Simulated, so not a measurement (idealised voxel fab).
The name of this process module is voxel transistor to metal.
Section shown: cut. Width: 190 nm. Cell size: 5 nm, square.
In what follows, cross-sections appear as grids of square cells, described through bands that run from the top down, where every band is one or more rows of cells.
Heights first: top, then bottom, in nm. Then materials, left to right, each with a width in nm. "edge to edge" on a single material: fills the band edge to edge. "empty": empty space.
A quick word on heights: they are counted from 0, and under that level the wafer as it came to us is one material throughout. The lowest band is different from the rest in having no bottom; it simply continues downward, written as in "0..down".
When a width is written as two numbers, as in "30 to 40", the first number is the width in the top row of cells of the band and the second is the width in its bottom row, and the width changes by the same amount from each row to the next.
You'll sometimes find "no modification" written for a step, and that's the way of saying that nowhere in the cross-section did a cell change during that step.
"Sealed voids" enumerates empty spaces isolated from the top, with no open way to it, that contain at least 8 cells, giving each as width x height at distance from the left edge, all three in nm.
Heads up: the bit after the settings on a step's line is the simulator's remark on that step.
Among the settings permitted on a step's line is "overlay nm"; applied to a step with a mask, it specifies the extent to which the mask lay to the right of its planned position, whereas a negative figure signifies a position to the left.
## Planned process steps
1. RECEIVE | material Si
2. OXIDIZE | depth nm 5
3. CONFORMAL_DEP | material SiN | thk nm 15
4. MASKED_ETCH | tone cover | mask id ACTIVE | width nm 100 | etch materials SiN | depth nm 15 | overlay nm 0
5. MASKED_ETCH | tone cover | mask id ACTIVE | width nm 100 | etch materials SiO2 | depth nm 5 | overlay nm 0
6. MASKED_ETCH | tone cover | mask id ACTIVE | width nm 100 | etch materials Si | depth nm 30 | overlay nm 0
7. FILL_DEP | material SiO2 | thk nm 15
8. CMP | height nm 15
9. SELECTIVE_ETCH | etch materials SiO2 | depth nm 5
10. STRIP | etch materials SiN
11. SELECTIVE_ETCH | etch materials SiO2 | depth nm 5
12. OXIDIZE | depth nm 5
13. DIRECTIONAL_DEP | material polySi | thk nm 25
14. DIRECTIONAL_DEP | material SiCN | thk nm 15
15. MASKED_ETCH | tone cover | mask id GATE | width nm 20 | etch materials SiCN | depth nm 25 | overlay nm 0
16. MASKED_ETCH | tone cover | mask id GATE | width nm 20 | etch materials polySi | depth nm 35 | overlay nm 0
17. CONFORMAL_DEP | material SiN | thk nm 10
18. DIRECTIONAL_ETCH | etch materials SiN | depth nm 10
19. DIRECTIONAL_ETCH | etch materials SiO2 | depth nm 5
20. DIRECTIONAL_ETCH | etch materials Si | depth nm 5
21. EPI | material nSi | thk nm 5
22. FILL_DEP | material SiO2 | thk nm 5
23. CMP | height nm 35
24. DIRECTIONAL_DEP | material SiO2 | thk nm 15
25. MASKED_ETCH | tone open | mask id CONTACT | width nm 20 | pitch nm 70 | etch materials SiO2 | depth nm 60 | overlay nm 0
26. CONFORMAL_DEP | material TiN | thk nm 5
27. FILL_DEP | material Ru | thk nm 10
28. CMP | height nm 50
29. DIRECTIONAL_DEP | material TiN | thk nm 5
30. DIRECTIONAL_DEP | material Ru | thk nm 15
31. PATTERN | tone cover | mask id METAL_1 | material resist | width nm 20 | pitch nm 70 | thk nm 20 | overlay nm 0
32. DIRECTIONAL_ETCH | etch materials Ru | depth nm 15
33. DIRECTIONAL_ETCH | etch materials TiN | depth nm 5
34. STRIP | etch materials resist
35. CONFORMAL_DEP | material SiN | thk nm 5
36. FILL_DEP | material SiO2 | thk nm 5
37. CMP | height nm 70
38. CONFORMAL_DEP | material SiCN | thk nm 5
## Wafer, first of two, run as planned
## as received, after step 1
0..down  Si edge to edge
Sealed voids: none
## After step 2, in cross-section
0..-5  SiO2 edge to edge
Below a height of -5, the structure has not been altered.
## After step 3, in cross-section
15..0  SiN edge to edge
Below a height of 0, the structure has not been altered.
## After step 4, in cross-section
15..0  empty 45, SiN 100, empty 45
Below a height of 0, the structure has not been altered.
## After step 5, in cross-section
15..0  empty 45, SiN 100, empty 45
0..-5  empty 45, SiO2 100, empty 45
Below a height of -5, the structure has not been altered.
## After step 6, in cross-section
15..0  empty 45, SiN 100, empty 45
0..-5  empty 45, SiO2 100, empty 45
-5..-35  empty 45, Si 100, empty 45
Below a height of -35, the structure has not been altered.
## After step 7, in cross-section
30..15  SiO2 edge to edge
15..0  SiO2 45, SiN 100, SiO2 45
0..-5  SiO2 edge to edge
-5..-35  SiO2 45, Si 100, SiO2 45
Below a height of -35, the structure has not been altered.
## After step 8, in cross-section
15..0  SiO2 45, SiN 100, SiO2 45
Below a height of 0, the structure has not been altered.
## After step 9, in cross-section
15..10  empty 45, SiN 100, empty 45
Below a height of 10, the structure has not been altered.
## After step 10, in cross-section
10..0  SiO2 45, empty 100, SiO2 45
Below a height of 0, the structure has not been altered.
## After step 11, in cross-section
5..-5  SiO2 40, empty 110, SiO2 40
Below a height of -5, the structure has not been altered.
## After step 12, in cross-section
5..-5  SiO2 40, empty 110, SiO2 40
-5..-10  SiO2 edge to edge
Below a height of -10, the structure has not been altered.
## After step 13, in cross-section
30..20  polySi 40, empty 110, polySi 40
20..5  polySi edge to edge
5..-5  SiO2 40, polySi 110, SiO2 40
Below a height of -5, the structure has not been altered.
## After step 14, in cross-section
45..35  SiCN 40, empty 110, SiCN 40
35..30  SiCN edge to edge
30..20  polySi 40, SiCN 110, polySi 40
Below a height of 20, the structure has not been altered.
## After step 15, in cross-section
35..30  empty 85, SiCN 20, empty 85
30..20  polySi 40, empty 45, SiCN 20, empty 45, polySi 40
Below a height of 20, the structure has not been altered.
## After step 16, in cross-section
35..20  empty 85, SiCN 20, empty 85
20..5  empty 85, polySi 20, empty 85
5..-5  SiO2 40, empty 45, polySi 20, empty 45, SiO2 40
Below a height of -5, the structure has not been altered.
## After step 17, in cross-section
45..35  empty 75, SiN 40, empty 75
35..20  empty 75, SiN 10, SiCN 20, SiN 10, empty 75
20..15  empty 75, SiN 10, polySi 20, SiN 10, empty 75
15..5  SiN 50, empty 25, SiN 10, polySi 20, SiN 10, empty 25, SiN 50
5..-5  SiO2 40, SiN 45, polySi 20, SiN 45, SiO2 40
Below a height of -5, the structure has not been altered.
## After step 18, in cross-section
35..20  empty 75, SiN 10, SiCN 20, SiN 10, empty 75
20..5  empty 75, SiN 10, polySi 20, SiN 10, empty 75
5..-5  SiO2 40, SiN 10, empty 25, SiN 10, polySi 20, SiN 10, empty 25, SiN 10, SiO2 40
Below a height of -5, the structure has not been altered.
## After step 19, in cross-section
35..20  empty 75, SiN 10, SiCN 20, SiN 10, empty 75
20..5  empty 75, SiN 10, polySi 20, SiN 10, empty 75
5..0  empty 40, SiN 10, empty 25, SiN 10, polySi 20, SiN 10, empty 25, SiN 10, empty 40
0..-5  SiO2 40, SiN 10, empty 25, SiN 10, polySi 20, SiN 10, empty 25, SiN 10, SiO2 40
-5..-10  SiO2 50, empty 25, SiO2 40, empty 25, SiO2 50
Below a height of -10, the structure has not been altered.
## After step 20, in cross-section
35..20  empty 75, SiN 10, SiCN 20, SiN 10, empty 75
20..5  empty 75, SiN 10, polySi 20, SiN 10, empty 75
5..0  empty 40, SiN 10, empty 25, SiN 10, polySi 20, SiN 10, empty 25, SiN 10, empty 40
0..-5  SiO2 40, SiN 10, empty 25, SiN 10, polySi 20, SiN 10, empty 25, SiN 10, SiO2 40
-5..-10  SiO2 50, empty 25, SiO2 40, empty 25, SiO2 50
-10..-15  SiO2 45, Si 5, empty 25, Si 40, empty 25, Si 5, SiO2 45
Below a height of -15, the structure has not been altered.
## After step 21, in cross-section
35..20  empty 75, SiN 10, SiCN 20, SiN 10, empty 75
20..5  empty 75, SiN 10, polySi 20, SiN 10, empty 75
5..0  empty 40, SiN 10, empty 25, SiN 10, polySi 20, SiN 10, empty 25, SiN 10, empty 40
0..-5  SiO2 40, SiN 10, empty 25, SiN 10, polySi 20, SiN 10, empty 25, SiN 10, SiO2 40
-5..-10  SiO2 50, nSi 5, empty 15, nSi 5, SiO2 40, nSi 5, empty 15, nSi 5, SiO2 50
-10..-15  SiO2 45, Si 5, nSi 25, Si 40, nSi 25, Si 5, SiO2 45
Below a height of -15, the structure has not been altered.
## After step 22, in cross-section
40..35  SiO2 edge to edge
35..20  SiO2 75, SiN 10, SiCN 20, SiN 10, SiO2 75
20..5  SiO2 75, SiN 10, polySi 20, SiN 10, SiO2 75
5..-5  SiO2 40, SiN 10, SiO2 25, SiN 10, polySi 20, SiN 10, SiO2 25, SiN 10, SiO2 40
-5..-10  SiO2 50, nSi 5, SiO2 15, nSi 5, SiO2 40, nSi 5, SiO2 15, nSi 5, SiO2 50
Below a height of -10, the structure has not been altered.
## After step 23, in cross-section
35..20  SiO2 75, SiN 10, SiCN 20, SiN 10, SiO2 75
Below a height of 20, the structure has not been altered.
## After step 24, in cross-section
50..35  SiO2 edge to edge
Below a height of 35, the structure has not been altered.
## After step 25, in cross-section
50..35  SiO2 50, empty 20, SiO2 50, empty 20, SiO2 50
35..20  SiO2 50, empty 20, SiO2 5, SiN 10, SiCN 20, SiN 10, SiO2 5, empty 20, SiO2 50
20..5  SiO2 50, empty 20, SiO2 5, SiN 10, polySi 20, SiN 10, SiO2 5, empty 20, SiO2 50
5..-5  SiO2 40, SiN 10, empty 20, SiO2 5, SiN 10, polySi 20, SiN 10, SiO2 5, empty 20, SiN 10, SiO2 40
-5..-10  SiO2 50, nSi 5, empty 15, nSi 5, SiO2 40, nSi 5, empty 15, nSi 5, SiO2 50
Below a height of -10, the structure has not been altered.
## After step 26, in cross-section
55..50  TiN 55, empty 10, TiN 60, empty 10, TiN 55
50..35  SiO2 50, TiN 5, empty 10, TiN 5, SiO2 50, TiN 5, empty 10, TiN 5, SiO2 50
35..20  SiO2 50, TiN 5, empty 10, TiN 5, SiO2 5, SiN 10, SiCN 20, SiN 10, SiO2 5, TiN 5, empty 10, TiN 5, SiO2 50
20..5  SiO2 50, TiN 5, empty 10, TiN 5, SiO2 5, SiN 10, polySi 20, SiN 10, SiO2 5, TiN 5, empty 10, TiN 5, SiO2 50
5..-5  SiO2 40, SiN 10, TiN 5 to 10, empty 10 to 5, TiN 5, SiO2 5, SiN 10, polySi 20, SiN 10, SiO2 5, TiN 5, empty 10 to 5, TiN 5 to 10, SiN 10, SiO2 40
-5..-10  SiO2 50, nSi 5, TiN 15, nSi 5, SiO2 40, nSi 5, TiN 15, nSi 5, SiO2 50
Below a height of -10, the structure has not been altered.
## After step 27, in cross-section
65..55  Ru edge to edge
55..50  TiN 55, Ru 10, TiN 60, Ru 10, TiN 55
50..35  SiO2 50, TiN 5, Ru 10, TiN 5, SiO2 50, TiN 5, Ru 10, TiN 5, SiO2 50
35..20  SiO2 50, TiN 5, Ru 10, TiN 5, SiO2 5, SiN 10, SiCN 20, SiN 10, SiO2 5, TiN 5, Ru 10, TiN 5, SiO2 50
20..5  SiO2 50, TiN 5, Ru 10, TiN 5, SiO2 5, SiN 10, polySi 20, SiN 10, SiO2 5, TiN 5, Ru 10, TiN 5, SiO2 50
5..-5  SiO2 40, SiN 10, TiN 5 to 10, Ru 10 to 5, TiN 5, SiO2 5, SiN 10, polySi 20, SiN 10, SiO2 5, TiN 5, Ru 10 to 5, TiN 5 to 10, SiN 10, SiO2 40
Below a height of -5, the structure has not been altered.
## After step 28, in cross-section
50..35  SiO2 50, TiN 5, Ru 10, TiN 5, SiO2 50, TiN 5, Ru 10, TiN 5, SiO2 50
Below a height of 35, the structure has not been altered.
## After step 29, in cross-section
55..50  TiN edge to edge
Below a height of 50, the structure has not been altered.
## After step 30, in cross-section
70..55  Ru edge to edge
Below a height of 55, the structure has not been altered.
## After step 31, in cross-section
90..70  empty 50, resist 20, empty 50, resist 20, empty 50
Below a height of 70, the structure has not been altered.
## After step 32, in cross-section
90..70  empty 50, resist 20, empty 50, resist 20, empty 50
70..55  empty 50, Ru 20, empty 50, Ru 20, empty 50
Below a height of 55, the structure has not been altered.
## After step 33, in cross-section
90..70  empty 50, resist 20, empty 50, resist 20, empty 50
70..55  empty 50, Ru 20, empty 50, Ru 20, empty 50
55..50  empty 50, TiN 20, empty 50, TiN 20, empty 50
Below a height of 50, the structure has not been altered.
## After step 34, in cross-section
70..55  empty 50, Ru 20, empty 50, Ru 20, empty 50
Below a height of 55, the structure has not been altered.
## After step 35, in cross-section
75..70  empty 45, SiN 30, empty 40, SiN 30, empty 45
70..55  empty 45, SiN 5, Ru 20, SiN 5, empty 40, SiN 5, Ru 20, SiN 5, empty 45
55..50  SiN 50, TiN 20, SiN 50, TiN 20, SiN 50
Below a height of 50, the structure has not been altered.
## After step 36, in cross-section
80..75  SiO2 edge to edge
75..70  SiO2 45, SiN 30, SiO2 40, SiN 30, SiO2 45
70..55  SiO2 45, SiN 5, Ru 20, SiN 5, SiO2 40, SiN 5, Ru 20, SiN 5, SiO2 45
Below a height of 55, the structure has not been altered.
## After step 37, in cross-section
70..55  SiO2 45, SiN 5, Ru 20, SiN 5, SiO2 40, SiN 5, Ru 20, SiN 5, SiO2 45
Below a height of 55, the structure has not been altered.
## After step 38, in cross-section
75..70  SiCN edge to edge
Below a height of 70, the structure has not been altered.
## Second wafer - shared start and plan with the first - one error in running - same as the first up to step 8 inclusive
## Here is the second wafer in cross-section at the point where step 9 of the plan should have been done
15..0  SiO2 45, empty 100, SiO2 45
Below a height of 0, the structure has not been altered.
## Here is the second wafer in cross-section at the point where step 10 of the plan should have been done
10..-5  SiO2 40, empty 110, SiO2 40
Below a height of -5, the structure has not been altered.
## Here is the second wafer in cross-section at the point where step 11 of the plan should have been done
5..-5  SiO2 35, empty 120, SiO2 35
-5..-10  SiO2 35, empty 10, Si 100, empty 10, SiO2 35
Below a height of -10, the structure has not been altered.
## Here is the second wafer in cross-section at the point where step 12 of the plan should have been done
5..-5  SiO2 35, empty 120, SiO2 35
-5..-10  SiO2 35, empty 10, SiO2 100, empty 10, SiO2 35
-10..-15  SiO2 50, Si 90, SiO2 50
Below a height of -15, the structure has not been altered.
## Here is the second wafer in cross-section at the point where step 13 of the plan should have been done
30..20  polySi 35, empty 120, polySi 35
20..15  polySi 35, empty 10, polySi 100, empty 10, polySi 35
15..5  polySi edge to edge
5..-5  SiO2 35, polySi 120, SiO2 35
-5..-10  SiO2 35, polySi 10, SiO2 100, polySi 10, SiO2 35
Below a height of -10, the structure has not been altered.
## Here is the second wafer in cross-section at the point where step 14 of the plan should have been done
45..35  SiCN 35, empty 120, SiCN 35
35..30  SiCN 35, empty 10, SiCN 100, empty 10, SiCN 35
30..20  polySi 35, SiCN 120, polySi 35
20..15  polySi 35, SiCN 10, polySi 100, SiCN 10, polySi 35
Below a height of 15, the structure has not been altered.
## Here is the second wafer in cross-section at the point where step 15 of the plan should have been done
35..30  empty 85, SiCN 20, empty 85
30..20  polySi 35, empty 50, SiCN 20, empty 50, polySi 35
20..15  polySi 35, empty 10, polySi 100, empty 10, polySi 35
Below a height of 15, the structure has not been altered.
## Here is the second wafer in cross-section at the point where step 16 of the plan should have been done
35..20  empty 85, SiCN 20, empty 85
20..5  empty 85, polySi 20, empty 85
5..-5  SiO2 35, empty 50, polySi 20, empty 50, SiO2 35
-5..-10  SiO2 35, empty 10, SiO2 100, empty 10, SiO2 35
Below a height of -10, the structure has not been altered.
## Here is the second wafer in cross-section at the point where step 17 of the plan should have been done
45..35  empty 75, SiN 40, empty 75
35..20  empty 75, SiN 10, SiCN 20, SiN 10, empty 75
20..15  empty 75, SiN 10, polySi 20, SiN 10, empty 75
15..5  SiN 45, empty 30, SiN 10, polySi 20, SiN 10, empty 30, SiN 45
5..-5  SiO2 35, SiN 50, polySi 20, SiN 50, SiO2 35
-5..-10  SiO2 35, SiN 10, SiO2 100, SiN 10, SiO2 35
Below a height of -10, the structure has not been altered.
## Here is the second wafer in cross-section at the point where step 18 of the plan should have been done
35..20  empty 75, SiN 10, SiCN 20, SiN 10, empty 75
20..5  empty 75, SiN 10, polySi 20, SiN 10, empty 75
5..-5  SiO2 35, SiN 10, empty 30, SiN 10, polySi 20, SiN 10, empty 30, SiN 10, SiO2 35
Below a height of -5, the structure has not been altered.
## Here is the second wafer in cross-section at the point where step 19 of the plan should have been done
35..20  empty 75, SiN 10, SiCN 20, SiN 10, empty 75
20..5  empty 75, SiN 10, polySi 20, SiN 10, empty 75
5..0  empty 35, SiN 10, empty 30, SiN 10, polySi 20, SiN 10, empty 30, SiN 10, empty 35
0..-5  SiO2 35, SiN 10, empty 30, SiN 10, polySi 20, SiN 10, empty 30, SiN 10, SiO2 35
-5..-10  SiO2 35, SiN 10, empty 30, SiO2 40, empty 30, SiN 10, SiO2 35
Below a height of -10, the structure has not been altered.
## Here is the second wafer in cross-section at the point where step 20 of the plan should have been done
35..20  empty 75, SiN 10, SiCN 20, SiN 10, empty 75
20..5  empty 75, SiN 10, polySi 20, SiN 10, empty 75
5..0  empty 35, SiN 10, empty 30, SiN 10, polySi 20, SiN 10, empty 30, SiN 10, empty 35
0..-5  SiO2 35, SiN 10, empty 30, SiN 10, polySi 20, SiN 10, empty 30, SiN 10, SiO2 35
-5..-10  SiO2 35, SiN 10, empty 30, SiO2 40, empty 30, SiN 10, SiO2 35
-10..-15  SiO2 50, empty 25, Si 40, empty 25, SiO2 50
Below a height of -15, the structure has not been altered.
## Here is the second wafer in cross-section at the point where step 21 of the plan should have been done
35..20  empty 75, SiN 10, SiCN 20, SiN 10, empty 75
20..5  empty 75, SiN 10, polySi 20, SiN 10, empty 75
5..0  empty 35, SiN 10, empty 30, SiN 10, polySi 20, SiN 10, empty 30, SiN 10, empty 35
0..-5  SiO2 35, SiN 10, empty 30, SiN 10, polySi 20, SiN 10, empty 30, SiN 10, SiO2 35
-5..-10  SiO2 35, SiN 10, empty 25, nSi 5, SiO2 40, nSi 5, empty 25, SiN 10, SiO2 35
-10..-15  SiO2 50, nSi 25, Si 40, nSi 25, SiO2 50
Below a height of -15, the structure has not been altered.
## Here is the second wafer in cross-section at the point where step 22 of the plan should have been done
40..35  SiO2 edge to edge
35..20  SiO2 75, SiN 10, SiCN 20, SiN 10, SiO2 75
20..5  SiO2 75, SiN 10, polySi 20, SiN 10, SiO2 75
5..-5  SiO2 35, SiN 10, SiO2 30, SiN 10, polySi 20, SiN 10, SiO2 30, SiN 10, SiO2 35
-5..-10  SiO2 35, SiN 10, SiO2 25, nSi 5, SiO2 40, nSi 5, SiO2 25, SiN 10, SiO2 35
Below a height of -10, the structure has not been altered.
## Here is the second wafer in cross-section at the point where step 23 of the plan should have been done
35..20  SiO2 75, SiN 10, SiCN 20, SiN 10, SiO2 75
Below a height of 20, the structure has not been altered.
## Here is the second wafer in cross-section at the point where step 24 of the plan should have been done
50..35  SiO2 edge to edge
Below a height of 35, the structure has not been altered.
## Here is the second wafer in cross-section at the point where step 25 of the plan should have been done
50..35  SiO2 50, empty 20, SiO2 50, empty 20, SiO2 50
35..20  SiO2 50, empty 20, SiO2 5, SiN 10, SiCN 20, SiN 10, SiO2 5, empty 20, SiO2 50
20..5  SiO2 50, empty 20, SiO2 5, SiN 10, polySi 20, SiN 10, SiO2 5, empty 20, SiO2 50
5..-5  SiO2 35, SiN 10, SiO2 5, empty 20, SiO2 5, SiN 10, polySi 20, SiN 10, SiO2 5, empty 20, SiO2 5, SiN 10, SiO2 35
-5..-10  SiO2 35, SiN 10, SiO2 5, empty 20, nSi 5, SiO2 40, nSi 5, empty 20, SiO2 5, SiN 10, SiO2 35
Below a height of -10, the structure has not been altered.
## Here is the second wafer in cross-section at the point where step 26 of the plan should have been done
55..50  TiN 55, empty 10, TiN 60, empty 10, TiN 55
50..35  SiO2 50, TiN 5, empty 10, TiN 5, SiO2 50, TiN 5, empty 10, TiN 5, SiO2 50
35..20  SiO2 50, TiN 5, empty 10, TiN 5, SiO2 5, SiN 10, SiCN 20, SiN 10, SiO2 5, TiN 5, empty 10, TiN 5, SiO2 50
20..5  SiO2 50, TiN 5, empty 10, TiN 5, SiO2 5, SiN 10, polySi 20, SiN 10, SiO2 5, TiN 5, empty 10, TiN 5, SiO2 50
5..-5  SiO2 35, SiN 10, SiO2 5, TiN 5, empty 10, TiN 5, SiO2 5, SiN 10, polySi 20, SiN 10, SiO2 5, TiN 5, empty 10, TiN 5, SiO2 5, SiN 10, SiO2 35
-5..-10  SiO2 35, SiN 10, SiO2 5, TiN 20, nSi 5, SiO2 40, nSi 5, TiN 20, SiO2 5, SiN 10, SiO2 35
Below a height of -10, the structure has not been altered.
## Here is the second wafer in cross-section at the point where step 27 of the plan should have been done
65..55  Ru edge to edge
55..50  TiN 55, Ru 10, TiN 60, Ru 10, TiN 55
50..35  SiO2 50, TiN 5, Ru 10, TiN 5, SiO2 50, TiN 5, Ru 10, TiN 5, SiO2 50
35..20  SiO2 50, TiN 5, Ru 10, TiN 5, SiO2 5, SiN 10, SiCN 20, SiN 10, SiO2 5, TiN 5, Ru 10, TiN 5, SiO2 50
20..5  SiO2 50, TiN 5, Ru 10, TiN 5, SiO2 5, SiN 10, polySi 20, SiN 10, SiO2 5, TiN 5, Ru 10, TiN 5, SiO2 50
5..-5  SiO2 35, SiN 10, SiO2 5, TiN 5, Ru 10, TiN 5, SiO2 5, SiN 10, polySi 20, SiN 10, SiO2 5, TiN 5, Ru 10, TiN 5, SiO2 5, SiN 10, SiO2 35
Below a height of -5, the structure has not been altered.
## Here is the second wafer in cross-section at the point where step 28 of the plan should have been done
50..35  SiO2 50, TiN 5, Ru 10, TiN 5, SiO2 50, TiN 5, Ru 10, TiN 5, SiO2 50
Below a height of 35, the structure has not been altered.
## Here is the second wafer in cross-section at the point where step 29 of the plan should have been done
55..50  TiN edge to edge
Below a height of 50, the structure has not been altered.
## Here is the second wafer in cross-section at the point where step 30 of the plan should have been done
70..55  Ru edge to edge
Below a height of 55, the structure has not been altered.
## Here is the second wafer in cross-section at the point where step 31 of the plan should have been done
90..70  empty 50, resist 20, empty 50, resist 20, empty 50
Below a height of 70, the structure has not been altered.
## Here is the second wafer in cross-section at the point where step 32 of the plan should have been done
90..70  empty 50, resist 20, empty 50, resist 20, empty 50
70..55  empty 50, Ru 20, empty 50, Ru 20, empty 50
Below a height of 55, the structure has not been altered.
## Here is the second wafer in cross-section at the point where step 33 of the plan should have been done
90..70  empty 50, resist 20, empty 50, resist 20, empty 50
70..55  empty 50, Ru 20, empty 50, Ru 20, empty 50
55..50  empty 50, TiN 20, empty 50, TiN 20, empty 50
Below a height of 50, the structure has not been altered.
## Here is the second wafer in cross-section at the point where step 34 of the plan should have been done
70..55  empty 50, Ru 20, empty 50, Ru 20, empty 50
Below a height of 55, the structure has not been altered.
## Here is the second wafer in cross-section at the point where step 35 of the plan should have been done
75..70  empty 45, SiN 30, empty 40, SiN 30, empty 45
70..55  empty 45, SiN 5, Ru 20, SiN 5, empty 40, SiN 5, Ru 20, SiN 5, empty 45
55..50  SiN 50, TiN 20, SiN 50, TiN 20, SiN 50
Below a height of 50, the structure has not been altered.
## Here is the second wafer in cross-section at the point where step 36 of the plan should have been done
80..75  SiO2 edge to edge
75..70  SiO2 45, SiN 30, SiO2 40, SiN 30, SiO2 45
70..55  SiO2 45, SiN 5, Ru 20, SiN 5, SiO2 40, SiN 5, Ru 20, SiN 5, SiO2 45
Below a height of 55, the structure has not been altered.
## Here is the second wafer in cross-section at the point where step 37 of the plan should have been done
70..55  SiO2 45, SiN 5, Ru 20, SiN 5, SiO2 40, SiN 5, Ru 20, SiN 5, SiO2 45
Below a height of 55, the structure has not been altered.
## Here is the second wafer in cross-section at the point where step 38 of the plan should have been done
75..70  SiCN edge to edge
Below a height of 70, the structure has not been altered.
What went wrong in running the wafer? order of steps 9 and 10 inverted relative to the plan
Final tally in cells, some materials are higher or lower on the second wafer than on the first: 2 more of Ru; 2 fewer of Si; 4 more of SiN; 2 fewer of SiO2; 2 fewer of nSi
